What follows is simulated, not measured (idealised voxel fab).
Module name: voxel ribs on slabs (process module)
Square cell edge 5 nm, section width 260 nm, ID cut.
We lay out every cross-section as a grid of square cells and spell it out in bands from the top down, where one band means one or more rows of cells. Heights first: top, then bottom, in nm. Then materials, left to right, each with a width in nm. "everywhere" on a single material: fills the band edge to edge. "air": empty space. Height 0 is the level under which the wafer as received is all one material. The lowest band goes on downwards, as in "z 0 and below". A width such as "30 to 40" changes by the same amount from each row of cells to the next, from the band's top row to its bottom row. "no change occurred" (step): cross-section cells unchanged, all of them. "Cavities, closed": sealed empty spaces, 8 cells or more, no open way to top, listed width x height at distance, with distance from the left edge and width, height and distance in nm. Step line, after settings: the simulator's comment on this step. The optional step-line setting "overlay nm" applies to steps with a mask and quantifies how far to the right of its planned location the mask lay, a negative value indicating leftward placement.

PROCESS STEPS FORESEEN IN THE PLAN
step 1: RECEIVE, material Si
step 2: DIRECTIONAL_DEP, material SiO2, thk nm 20
step 3: DIRECTIONAL_DEP, material SiN, thk nm 15
step 4: PATTERN, tone cover, mask id RIB, material resist, width nm 15, thk nm 15, overlay nm 0
step 5: DIRECTIONAL_ETCH, etch materials SiN, depth nm 5
step 6: STRIP, etch materials resist
step 7: DIRECTIONAL_DEP, material aC, thk nm 10
step 8: PATTERN, tone cover, mask id SLAB, material resist, width nm 65, thk nm 30, overlay nm 0
step 9: DIRECTIONAL_ETCH, etch materials aC, depth nm 10
step 10: STRIP, etch materials resist
step 11: DIRECTIONAL_ETCH, etch materials SiN, depth nm 10
step 12: STRIP, etch materials aC
step 13: FILL_DEP, material SiO2, thk nm 15
step 14: CMP, height nm 45
step 15: DIRECTIONAL_DEP, material TiN, thk nm 5
step 16: DIRECTIONAL_DEP, material aC, thk nm 10
step 17: PATTERN, tone cover, mask id HEATER, material resist, width nm 25, thk nm 25, overlay nm 0
step 18: DIRECTIONAL_ETCH, etch materials aC, depth nm 10
step 19: STRIP, etch materials resist
step 20: DIRECTIONAL_ETCH, etch materials TiN, depth nm 5
step 21: STRIP, etch materials aC
step 22: CONFORMAL_DEP, material SiO2, thk nm 10

WAFER CROSS-SECTION ON RECEIPT, I.E. AFTER STEP 1
* z 0 and below = Si everywhere
* Cavities, closed: none

CROSS-SECTIONAL RESULT AFTER MODULE COMPLETION. NOTE: STARTING CONDITION AND PLAN ARE UNCHANGED FROM ABOVE; ONE PROCESSING MISTAKE WAS MADE
* z 50 to 45 = 115 air  25 TiN  120 air
* z 45 to 35 = SiO2 everywhere
* z 35 to 30 = 120 SiO2  15 SiN  125 SiO2
* z 30 to 20 = 95 SiO2  65 SiN  100 SiO2
* z 20 to 0 = SiO2 everywhere
* z 0 and below = Si everywhere
* Cavities, closed: none
Diagnosis: no execution of plan step 22; skipped
